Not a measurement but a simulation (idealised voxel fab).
process module | voxel wiring stack
cross-section cut | 205 nm wide | cells 5 nm
A cross-section is a grid of square cells, given in bands from the top down. A band is one or more rows of cells.
Each band's line starts with the height of the band's top and of its bottom, in nm. Then come its materials from left to right, each with its width in nm. One material with "throughout" fills the band from edge to edge. "air" is empty space.
Height 0 is the level under which the wafer as received is all one material. The lowest band goes on downwards, as in "0 down".
A width such as "30 to 40" changes by the same amount from each row of cells to the next, from the band's top row to its bottom row.
"no change" after a step means that no cell of the cross-section changed.
closed voids: empty space of 8 cells or more with no open way to the top, each as width x height at its distance from the left edge, in nm
after a step's settings: what the simulator itself notes on the step
overlay nm, on a step with a mask: how far to the right of its planned place the mask lay; to the left if negative
plan
1 op RECEIVE | material Si
2 op CONFORMAL_DEP | material SiO2 | thk nm 15
3 op DIRECTIONAL_DEP | material TiN | thk nm 5
4 op DIRECTIONAL_DEP | material W | thk nm 20
5 op DIRECTIONAL_DEP | material aC | thk nm 10
6 op PATTERN | tone cover | mask id METAL_1 | material resist | width nm 20 | pitch nm 35 | thk nm 30 | overlay nm 0
7 op DIRECTIONAL_ETCH | etch materials aC | depth nm 10
8 op STRIP | etch materials resist
9 op DIRECTIONAL_ETCH | etch materials W | depth nm 20
10 op DIRECTIONAL_ETCH | etch materials TiN | depth nm 5
11 op STRIP | etch materials aC
12 op CONFORMAL_DEP | material SiN | thk nm 5
13 op FILL_DEP | material SiO2 | thk nm 5
14 op CMP | height nm 40
15 op CONFORMAL_DEP | material SiCN | thk nm 5
16 op DIRECTIONAL_DEP | material lowk | thk nm 30
17 op MASKED_ETCH | tone open | mask id METAL_2_HOLES | width nm 15 | pitch nm 70 | etch materials lowk | depth nm 30 | overlay nm 0
18 op PATTERN | tone open | mask id METAL_2 | material resist | width nm 20 | pitch nm 35 | thk nm 20 | overlay nm 0
19 op DIRECTIONAL_ETCH | etch materials lowk | depth nm 15
20 op DIRECTIONAL_ETCH | etch materials SiCN | depth nm 5
21 op STRIP | etch materials resist
22 op CONFORMAL_DEP | material TiN | thk nm 5
23 op FILL_DEP | material Ru | thk nm 5
24 op CMP | height nm 75
25 op CONFORMAL_DEP | material SiCN | thk nm 5
26 op DIRECTIONAL_DEP | material SiO2 | thk nm 35
27 op DIRECTIONAL_DEP | material aC | thk nm 15
28 op PATTERN | tone open | mask id METAL_3 | material resist | width nm 20 | pitch nm 35 | thk nm 30 | overlay nm 0
29 op DIRECTIONAL_ETCH | etch materials aC | depth nm 15
30 op STRIP | etch materials resist
31 op DIRECTIONAL_ETCH | etch materials SiO2 | depth nm 20
32 op STRIP | etch materials aC
33 op MASKED_ETCH | tone open | mask id METAL_3_HOLES | width nm 15 | pitch nm 70 | etch materials SiO2 | depth nm 15 | overlay nm 0
34 op MASKED_ETCH | tone open | mask id METAL_3_HOLES | width nm 15 | pitch nm 70 | etch materials SiCN | depth nm 5 | overlay nm 0
35 op CONFORMAL_DEP | material TiN | thk nm 5
36 op FILL_DEP | material Ru | thk nm 5
37 op CMP | height nm 115
38 op CONFORMAL_DEP | material SiCN | thk nm 5
39 op DIRECTIONAL_DEP | material SiO2 | thk nm 35
40 op DIRECTIONAL_DEP | material aC | thk nm 10
41 op PATTERN | tone open | mask id METAL_4 | material resist | width nm 20 | pitch nm 35 | thk nm 25 | overlay nm 0
42 op DIRECTIONAL_ETCH | etch materials aC | depth nm 10
43 op STRIP | etch materials resist
44 op DIRECTIONAL_ETCH | etch materials SiO2 | depth nm 20
45 op STRIP | etch materials aC
46 op PATTERN | tone open | mask id METAL_4_HOLES | material resist | width nm 15 | pitch nm 70 | thk nm 20 | overlay nm 0
47 op DIRECTIONAL_ETCH | etch materials SiO2 | depth nm 15
48 op DIRECTIONAL_ETCH | etch materials SiCN | depth nm 5
49 op STRIP | etch materials resist
50 op CONFORMAL_DEP | material TiN | thk nm 5
51 op FILL_DEP | material Cu | thk nm 10
52 op CMP | height nm 155
53 op CONFORMAL_DEP | material SiCN | thk nm 5
as received, after step 1
  0 down: Si throughout
  closed voids: none
a wafer at the end: this start, this plan, one mistake
  160 to 155: SiCN throughout
  155 to 140: SiO2 40 | TiN 5 | Cu 10 | TiN 5 | SiO2 15 | TiN 5 | Cu 10 | TiN 5 | SiO2 15 | TiN 5 | Cu 10 | TiN 5 | SiO2 15 | TiN 5 | Cu 10 | TiN 5 | SiO2 40
  140 to 135: SiO2 40 | TiN 5 | Cu 5 | TiN 10 | SiO2 15 | TiN 20 | SiO2 15 | TiN 5 | Cu 5 | TiN 10 | SiO2 15 | TiN 20 | SiO2 40
  135 to 120: SiO2 40 | TiN 5 | Cu 5 | TiN 5 | SiO2 55 | TiN 5 | Cu 5 | TiN 5 | SiO2 80
  120 to 115: SiCN 40 | TiN 15 | SiCN 55 | TiN 15 | SiCN 80
  115 to 100: SiO2 40 | TiN 5 | Ru 10 | TiN 5 | SiO2 15 | TiN 5 | Ru 10 | TiN 5 | SiO2 15 | TiN 5 | Ru 10 | TiN 5 | SiO2 15 | TiN 5 | Ru 10 | TiN 5 | SiO2 40
  100 to 95: SiO2 40 | TiN 5 | Ru 5 | TiN 10 | SiO2 15 | TiN 20 | SiO2 15 | TiN 5 | Ru 5 | TiN 10 | SiO2 15 | TiN 20 | SiO2 40
  95 to 80: SiO2 40 | TiN 5 | Ru 5 | TiN 5 | SiO2 55 | TiN 5 | Ru 5 | TiN 5 | SiO2 80
  80 to 75: SiCN 40 | TiN 15 | SiCN 55 | TiN 15 | SiCN 80
  75 to 65: lowk 40 | TiN 5 | Ru 10 | TiN 5 | lowk 15 | TiN 5 | Ru 10 | TiN 5 | lowk 15 | TiN 5 | Ru 10 | TiN 5 | lowk 15 | TiN 5 | Ru 10 | TiN 5 | lowk 40
  65 to 60: lowk 40 | TiN 5 | Ru 5 | TiN 10 | lowk 15 | TiN 20 | lowk 15 | TiN 5 | Ru 5 | TiN 10 | lowk 15 | TiN 20 | lowk 40
  60 to 45: lowk 40 | TiN 5 | Ru 5 | TiN 5 | lowk 55 | TiN 5 | Ru 5 | TiN 5 | lowk 80
  45 to 40: SiCN 40 | TiN 15 | SiCN 55 | TiN 15 | SiCN 80
  40 to 35: SiO2 35 | SiN 5 | W 20 | SiN 5 | SiO2 5 | SiN 5 | W 20 | SiN 5 | SiO2 5 | SiN 5 | W 20 | SiN 5 | SiO2 5 | SiN 5 | W 20 | SiN 5 | SiO2 35
  35 to 30: SiN 40 | TiN 20 | SiN 15 | TiN 20 | SiN 15 | TiN 20 | SiN 15 | TiN 20 | SiN 40
  30 to 0: SiO2 throughout
  0 down: Si throughout
  closed voids: none
what went wrong: step 2 was run twice
